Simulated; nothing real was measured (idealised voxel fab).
Presented below is a process module, voxel gate over fins.
Cross-section cut: width 250 nm, square cells of 5 nm.
Square cells in a grid make up a cross-section in this document, and the grid is given as bands, listed from the top down, each one or more rows of cells. Within each band entry, the heights of the top and of the bottom of the band appear first, in that order and in nm; the materials of the band then follow from left to right, each with its corresponding width in nm. The designation "everywhere" on a single material indicates that it fills the band from edge to edge; the designation "empty" indicates empty space. We count height from 0. Below that, the starting wafer is all one material. The lowest band never ends at the bottom but goes on down; see "0 nm and below" for how that is written. So if you see something like "30->40" for the width, read it as the top row of the band sitting at the first number and the bottom row at the second, with every row in between moving by the same amount as the last. Step note "all unchanged" = no cross-section cell changed. Under "Enclosed internal voids" you'll find the enclosed gaps, the ones with no way out to the top, that are 8 cells or bigger; each reads width x height at distance, with distance counted from the left edge, everything in nm. Note: text after step settings on the step line = simulator remark on that step. "overlay nm" answers the question of how far to the right of plan the mask lay on a step that has a mask, and when it is negative the answer is to the left.

# These are the steps we planned for the process
| 1 | RECEIVE [material Si] |
| 2 | CONFORMAL_DEP [material SiN] [thk nm 10] |
| 3 | PATTERN [tone cover] [mask id FINS] [material resist] [width nm 15] [pitch nm 50] [thk nm 20] [overlay nm 0] |
| 4 | DIRECTIONAL_ETCH [etch materials SiN] [depth nm 10] |
| 5 | DIRECTIONAL_ETCH [etch materials Si] [depth nm 30] |
| 6 | STRIP [etch materials resist] |
| 7 | FILL_DEP [material SiO2] [thk nm 5] |
| 8 | CMP [height nm 10] |
| 9 | MASKED_ETCH [tone open] [mask id RAIL] [width nm 15] [etch materials SiO2] [depth nm 35] [overlay nm 0] |
| 10 | CONFORMAL_DEP [material TiN] [thk nm 5] |
| 11 | FILL_DEP [material W] [thk nm 10] |
| 12 | CMP [height nm 10] |
| 13 | SELECTIVE_ETCH [etch materials W Ru TiN] [depth nm 30] |
| 14 | FILL_DEP [material SiO2] [thk nm 5] |
| 15 | CMP [height nm 10] |
| 16 | SELECTIVE_ETCH [etch materials SiO2] [depth nm 25] |
| 17 | STRIP [etch materials SiN] |
| 18 | CONFORMAL_DEP [material HfO2] [thk nm 5] |
| 19 | CONFORMAL_DEP [material TiN] [thk nm 5] |
| 20 | CONFORMAL_DEP [material TiAl] [thk nm 5] |
| 21 | CONFORMAL_DEP [material TiN] [thk nm 5] |
| 22 | FILL_DEP [material W] [thk nm 15] |
| 23 | CMP [height nm 30] |
| 24 | CONFORMAL_DEP [material SiCN] [thk nm 5] |

# Below: the first of two wafers, run as planned

# So this is the incoming wafer in cross-section - it's already been through step 1
0 nm and below: Si everywhere
Enclosed internal voids: none

# Cross-section of the wafer after step 2
10 nm to 0 nm: SiN everywhere
At heights below 0, the structure remains unaltered.

# Cross-section of the wafer after step 3
30 nm to 10 nm: empty=65 | resist=15 | empty=35 | resist=15 | empty=35 | resist=15 | empty=70
At heights below 10, the structure remains unaltered.

# Cross-section of the wafer after step 4
30 nm to 10 nm: empty=65 | resist=15 | empty=35 | resist=15 | empty=35 | resist=15 | empty=70
10 nm to 0 nm: empty=65 | SiN=15 | empty=35 | SiN=15 | empty=35 | SiN=15 | empty=70
At heights below 0, the structure remains unaltered.

# Cross-section of the wafer after step 5
30 nm to 10 nm: empty=65 | resist=15 | empty=35 | resist=15 | empty=35 | resist=15 | empty=70
10 nm to 0 nm: empty=65 | SiN=15 | empty=35 | SiN=15 | empty=35 | SiN=15 | empty=70
0 nm to -30 nm: empty=65 | Si=15 | empty=35 | Si=15 | empty=35 | Si=15 | empty=70
At heights below -30, the structure remains unaltered.

# Cross-section of the wafer after step 6
10 nm to 0 nm: empty=65 | SiN=15 | empty=35 | SiN=15 | empty=35 | SiN=15 | empty=70
At heights below 0, the structure remains unaltered.

# Cross-section of the wafer after step 7
15 nm to 10 nm: SiO2 everywhere
10 nm to 0 nm: SiO2=65 | SiN=15 | SiO2=35 | SiN=15 | SiO2=35 | SiN=15 | SiO2=70
0 nm to -30 nm: SiO2=65 | Si=15 | SiO2=35 | Si=15 | SiO2=35 | Si=15 | SiO2=70
At heights below -30, the structure remains unaltered.

# Cross-section of the wafer after step 8
10 nm to 0 nm: SiO2=65 | SiN=15 | SiO2=35 | SiN=15 | SiO2=35 | SiN=15 | SiO2=70
At heights below 0, the structure remains unaltered.

# Cross-section of the wafer after step 9
10 nm to 0 nm: SiO2=65 | SiN=15 | SiO2=10 | empty=15 | SiO2=10 | SiN=15 | SiO2=35 | SiN=15 | SiO2=70
0 nm to -25 nm: SiO2=65 | Si=15 | SiO2=10 | empty=15 | SiO2=10 | Si=15 | SiO2=35 | Si=15 | SiO2=70
At heights below -25, the structure remains unaltered.

# Cross-section of the wafer after step 10
15 nm to 10 nm: TiN=95 | empty=5 | TiN=150
10 nm to 0 nm: SiO2=65 | SiN=15 | SiO2=10 | TiN=5 | empty=5 | TiN=5 | SiO2=10 | SiN=15 | SiO2=35 | SiN=15 | SiO2=70
0 nm to -20 nm: SiO2=65 | Si=15 | SiO2=10 | TiN=5 | empty=5 | TiN=5 | SiO2=10 | Si=15 | SiO2=35 | Si=15 | SiO2=70
-20 nm to -25 nm: SiO2=65 | Si=15 | SiO2=10 | TiN=15 | SiO2=10 | Si=15 | SiO2=35 | Si=15 | SiO2=70
At heights below -25, the structure remains unaltered.

# Cross-section of the wafer after step 11
25 nm to 15 nm: W everywhere
15 nm to 10 nm: TiN=95 | W=5 | TiN=150
10 nm to 0 nm: SiO2=65 | SiN=15 | SiO2=10 | TiN=5 | W=5 | TiN=5 | SiO2=10 | SiN=15 | SiO2=35 | SiN=15 | SiO2=70
0 nm to -20 nm: SiO2=65 | Si=15 | SiO2=10 | TiN=5 | W=5 | TiN=5 | SiO2=10 | Si=15 | SiO2=35 | Si=15 | SiO2=70
At heights below -20, the structure remains unaltered.

# Cross-section of the wafer after step 12
10 nm to 0 nm: SiO2=65 | SiN=15 | SiO2=10 | TiN=5 | W=5 | TiN=5 | SiO2=10 | SiN=15 | SiO2=35 | SiN=15 | SiO2=70
At heights below 0, the structure remains unaltered.

# Cross-section of the wafer after step 13
10 nm to 0 nm: SiO2=65 | SiN=15 | SiO2=10 | empty=15 | SiO2=10 | SiN=15 | SiO2=35 | SiN=15 | SiO2=70
0 nm to -20 nm: SiO2=65 | Si=15 | SiO2=10 | empty=15 | SiO2=10 | Si=15 | SiO2=35 | Si=15 | SiO2=70
At heights below -20, the structure remains unaltered.

# Cross-section of the wafer after step 14
15 nm to 10 nm: SiO2 everywhere
10 nm to 0 nm: SiO2=65 | SiN=15 | SiO2=35 | SiN=15 | SiO2=35 | SiN=15 | SiO2=70
0 nm to -20 nm: SiO2=65 | Si=15 | SiO2=35 | Si=15 | SiO2=35 | Si=15 | SiO2=70
At heights below -20, the structure remains unaltered.

# Cross-section of the wafer after step 15
10 nm to 0 nm: SiO2=65 | SiN=15 | SiO2=35 | SiN=15 | SiO2=35 | SiN=15 | SiO2=70
At heights below 0, the structure remains unaltered.

# Cross-section of the wafer after step 16
10 nm to 0 nm: empty=65 | SiN=15 | empty=35 | SiN=15 | empty=35 | SiN=15 | empty=70
0 nm to -15 nm: empty=65 | Si=15 | empty=35 | Si=15 | empty=35 | Si=15 | empty=70
At heights below -15, the structure remains unaltered.

# Cross-section of the wafer after step 17
0 nm to -15 nm: empty=65 | Si=15 | empty=35 | Si=15 | empty=35 | Si=15 | empty=70
At heights below -15, the structure remains unaltered.

# Cross-section of the wafer after step 18
5 nm to 0 nm: empty=60 | HfO2=25 | empty=25 | HfO2=25 | empty=25 | HfO2=25 | empty=65
0 nm to -10 nm: empty=60 | HfO2=5 | Si=15 | HfO2=5 | empty=25 | HfO2=5 | Si=15 | HfO2=5 | empty=25 | HfO2=5 | Si=15 | HfO2=5 | empty=65
-10 nm to -15 nm: HfO2=65 | Si=15 | HfO2=35 | Si=15 | HfO2=35 | Si=15 | HfO2=70
At heights below -15, the structure remains unaltered.

# Cross-section of the wafer after step 19
10 nm to 5 nm: empty=55 | TiN=35 | empty=15 | TiN=35 | empty=15 | TiN=35 | empty=60
5 nm to 0 nm: empty=55 | TiN=5 | HfO2=25 | TiN=5 | empty=15 | TiN=5 | HfO2=25 | TiN=5 | empty=15 | TiN=5 | HfO2=25 | TiN=5 | empty=60
0 nm to -5 nm: empty=55 | TiN=5 | HfO2=5 | Si=15 | HfO2=5 | TiN=5 | empty=15 | TiN=5 | HfO2=5 | Si=15 | HfO2=5 | TiN=5 | empty=15 | TiN=5 | HfO2=5 | Si=15 | HfO2=5 | TiN=5 | empty=60
-5 nm to -10 nm: TiN=60 | HfO2=5 | Si=15 | HfO2=5 | TiN=25 | HfO2=5 | Si=15 | HfO2=5 | TiN=25 | HfO2=5 | Si=15 | HfO2=5 | TiN=65
At heights below -10, the structure remains unaltered.

# Cross-section of the wafer after step 20
15 nm to 10 nm: empty=50 | TiAl=45 | empty=5 | TiAl=45 | empty=5 | TiAl=45 | empty=55
10 nm to 5 nm: empty=50 | TiAl=5 | TiN=35 | TiAl=5 | empty=5 | TiAl=5 | TiN=35 | TiAl=5 | empty=5 | TiAl=5 | TiN=35 | TiAl=5 | empty=55
5 nm to 0 nm: empty=50 | TiAl=5 | TiN=5 | HfO2=25 | TiN=5 | TiAl=5 | empty=5 | TiAl=5 | TiN=5 | HfO2=25 | TiN=5 | TiAl=5 | empty=5 | TiAl=5 | TiN=5 | HfO2=25 | TiN=5 | TiAl=5 | empty=55
0 nm to -5 nm: TiAl=55 | TiN=5 | HfO2=5 | Si=15 | HfO2=5 | TiN=5 | TiAl=15 | TiN=5 | HfO2=5 | Si=15 | HfO2=5 | TiN=5 | TiAl=15 | TiN=5 | HfO2=5 | Si=15 | HfO2=5 | TiN=5 | TiAl=60
At heights below -5, the structure remains unaltered.

# Cross-section of the wafer after step 21
20 nm to 15 nm: empty=45 | TiN=155 | empty=50
15 nm to 10 nm: empty=45 | TiN=5 | TiAl=45 | TiN=5 | TiAl=45 | TiN=5 | TiAl=45 | TiN=5 | empty=50
10 nm to 5 nm: empty=45 | TiN=5 | TiAl=5 | TiN=35 | TiAl=5 | TiN=5 | TiAl=5 | TiN=35 | TiAl=5 | TiN=5 | TiAl=5 | TiN=35 | TiAl=5 | TiN=5 | empty=50
5 nm to 0 nm: TiN=50 | TiAl=5 | TiN=5 | HfO2=25 | TiN=5 | TiAl=5 | TiN=5 | TiAl=5 | TiN=5 | HfO2=25 | TiN=5 | TiAl=5 | TiN=5 | TiAl=5 | TiN=5 | HfO2=25 | TiN=5 | TiAl=5 | TiN=55
At heights below 0, the structure remains unaltered.

# Cross-section of the wafer after step 22
35 nm to 20 nm: W everywhere
20 nm to 15 nm: W=45 | TiN=155 | W=50
15 nm to 10 nm: W=45 | TiN=5 | TiAl=45 | TiN=5 | TiAl=45 | TiN=5 | TiAl=45 | TiN=5 | W=50
10 nm to 5 nm: W=45 | TiN=5 | TiAl=5 | TiN=35 | TiAl=5 | TiN=5 | TiAl=5 | TiN=35 | TiAl=5 | TiN=5 | TiAl=5 | TiN=35 | TiAl=5 | TiN=5 | W=50
At heights below 5, the structure remains unaltered.

# Cross-section of the wafer after step 23
30 nm to 20 nm: W everywhere
At heights below 20, the structure remains unaltered.

# Cross-section of the wafer after step 24
35 nm to 30 nm: SiCN everywhere
At heights below 30, the structure remains unaltered.

# Companion wafer, the second of two: same beginning, same intended sequence, one mistake in carrying it out; through step 11 inclusive it tracks the first exactly

X-section, second wafer, when step 12 was due to finish: all unchanged

# X-section, second wafer, when step 13 was due to finish
10 nm to 0 nm: SiO2=65 | SiN=15 | SiO2=10 | empty=15 | SiO2=10 | SiN=15 | SiO2=35 | SiN=15 | SiO2=70
0 nm to -5 nm: SiO2=65 | Si=15 | SiO2=10 | empty=15 | SiO2=10 | Si=15 | SiO2=35 | Si=15 | SiO2=70
At heights below -5, the structure remains unaltered.

# X-section, second wafer, when step 14 was due to finish
15 nm to 10 nm: SiO2 everywhere
10 nm to 0 nm: SiO2=65 | SiN=15 | SiO2=35 | SiN=15 | SiO2=35 | SiN=15 | SiO2=70
0 nm to -5 nm: SiO2=65 | Si=15 | SiO2=35 | Si=15 | SiO2=35 | Si=15 | SiO2=70
At heights below -5, the structure remains unaltered.

# X-section, second wafer, when step 15 was due to finish
10 nm to 0 nm: SiO2=65 | SiN=15 | SiO2=35 | SiN=15 | SiO2=35 | SiN=15 | SiO2=70
At heights below 0, the structure remains unaltered.

# X-section, second wafer, when step 16 was due to finish
10 nm to 0 nm: empty=65 | SiN=15 | empty=35 | SiN=15 | empty=35 | SiN=15 | empty=70
0 nm to -5 nm: empty=65 | Si=15 | empty=35 | Si=15 | empty=35 | Si=15 | empty=70
-5 nm to -15 nm: empty=65 | Si=15 | empty=10 | TiN=5 | W=5 | TiN=5 | empty=10 | Si=15 | empty=35 | Si=15 | empty=70
At heights below -15, the structure remains unaltered.

# X-section, second wafer, when step 17 was due to finish
0 nm to -5 nm: empty=65 | Si=15 | empty=35 | Si=15 | empty=35 | Si=15 | empty=70
At heights below -5, the structure remains unaltered.

# X-section, second wafer, when step 18 was due to finish
5 nm to 0 nm: empty=60 | HfO2=25 | empty=25 | HfO2=25 | empty=25 | HfO2=25 | empty=65
0 nm to -5 nm: empty=60 | HfO2=5 | Si=15 | HfO2=35 | Si=15 | HfO2=5 | empty=25 | HfO2=5 | Si=15 | HfO2=5 | empty=65
-5 nm to -10 nm: empty=60 | HfO2=5 | Si=15 | HfO2=10 | TiN=5 | W=5 | TiN=5 | HfO2=10 | Si=15 | HfO2=5 | empty=25 | HfO2=5 | Si=15 | HfO2=5 | empty=65
-10 nm to -15 nm: HfO2=65 | Si=15 | HfO2=10 | TiN=5 | W=5 | TiN=5 | HfO2=10 | Si=15 | HfO2=35 | Si=15 | HfO2=70
At heights below -15, the structure remains unaltered.

# X-section, second wafer, when step 19 was due to finish
10 nm to 5 nm: empty=55 | TiN=35 | empty=15 | TiN=35 | empty=15 | TiN=35 | empty=60
5 nm to 0 nm: empty=55 | TiN=5 | HfO2=25 | TiN=25 | HfO2=25 | TiN=5 | empty=15 | TiN=5 | HfO2=25 | TiN=5 | empty=60
0 nm to -5 nm: empty=55 | TiN=5 | HfO2=5 | Si=15 | HfO2=35 | Si=15 | HfO2=5 | TiN=5 | empty=15 | TiN=5 | HfO2=5 | Si=15 | HfO2=5 | TiN=5 | empty=60
-5 nm to -10 nm: TiN=60 | HfO2=5 | Si=15 | HfO2=10 | TiN=5 | W=5 | TiN=5 | HfO2=10 | Si=15 | HfO2=5 | TiN=25 | HfO2=5 | Si=15 | HfO2=5 | TiN=65
At heights below -10, the structure remains unaltered.

# X-section, second wafer, when step 20 was due to finish
15 nm to 10 nm: empty=50 | TiAl=45 | empty=5 | TiAl=45 | empty=5 | TiAl=45 | empty=55
10 nm to 5 nm: empty=50 | TiAl=5 | TiN=35 | TiAl=15 | TiN=35 | TiAl=5 | empty=5 | TiAl=5 | TiN=35 | TiAl=5 | empty=55
5 nm to 0 nm: empty=50 | TiAl=5 | TiN=5 | HfO2=25 | TiN=25 | HfO2=25 | TiN=5 | TiAl=5 | empty=5 | TiAl=5 | TiN=5 | HfO2=25 | TiN=5 | TiAl=5 | empty=55
0 nm to -5 nm: TiAl=55 | TiN=5 | HfO2=5 | Si=15 | HfO2=35 | Si=15 | HfO2=5 | TiN=5 | TiAl=15 | TiN=5 | HfO2=5 | Si=15 | HfO2=5 | TiN=5 | TiAl=60
At heights below -5, the structure remains unaltered.

# X-section, second wafer, when step 21 was due to finish
20 nm to 15 nm: empty=45 | TiN=155 | empty=50
15 nm to 10 nm: empty=45 | TiN=5 | TiAl=45 | TiN=5 | TiAl=45 | TiN=5 | TiAl=45 | TiN=5 | empty=50
10 nm to 5 nm: empty=45 | TiN=5 | TiAl=5 | TiN=35 | TiAl=15 | TiN=35 | TiAl=5 | TiN=5 | TiAl=5 | TiN=35 | TiAl=5 | TiN=5 | empty=50
5 nm to 0 nm: TiN=50 | TiAl=5 | TiN=5 | HfO2=25 | TiN=25 | HfO2=25 | TiN=5 | TiAl=5 | TiN=5 | TiAl=5 | TiN=5 | HfO2=25 | TiN=5 | TiAl=5 | TiN=55
At heights below 0, the structure remains unaltered.

# X-section, second wafer, when step 22 was due to finish
35 nm to 20 nm: W everywhere
20 nm to 15 nm: W=45 | TiN=155 | W=50
15 nm to 10 nm: W=45 | TiN=5 | TiAl=45 | TiN=5 | TiAl=45 | TiN=5 | TiAl=45 | TiN=5 | W=50
10 nm to 5 nm: W=45 | TiN=5 | TiAl=5 | TiN=35 | TiAl=15 | TiN=35 | TiAl=5 | TiN=5 | TiAl=5 | TiN=35 | TiAl=5 | TiN=5 | W=50
At heights below 5, the structure remains unaltered.

# X-section, second wafer, when step 23 was due to finish
30 nm to 20 nm: W everywhere
At heights below 20, the structure remains unaltered.

# X-section, second wafer, when step 24 was due to finish
35 nm to 30 nm: SiCN everywhere
At heights below 30, the structure remains unaltered.
Where did the run depart from the plan? step 12 of the plan did not run at all; it was left out
It is noted that, at the conclusion of processing, the second wafer exhibits a higher or lower cell count for certain materials relative to the first: HfO2: 4 more; SiO2: 3 fewer; TiAl: 4 fewer; W: 3 more
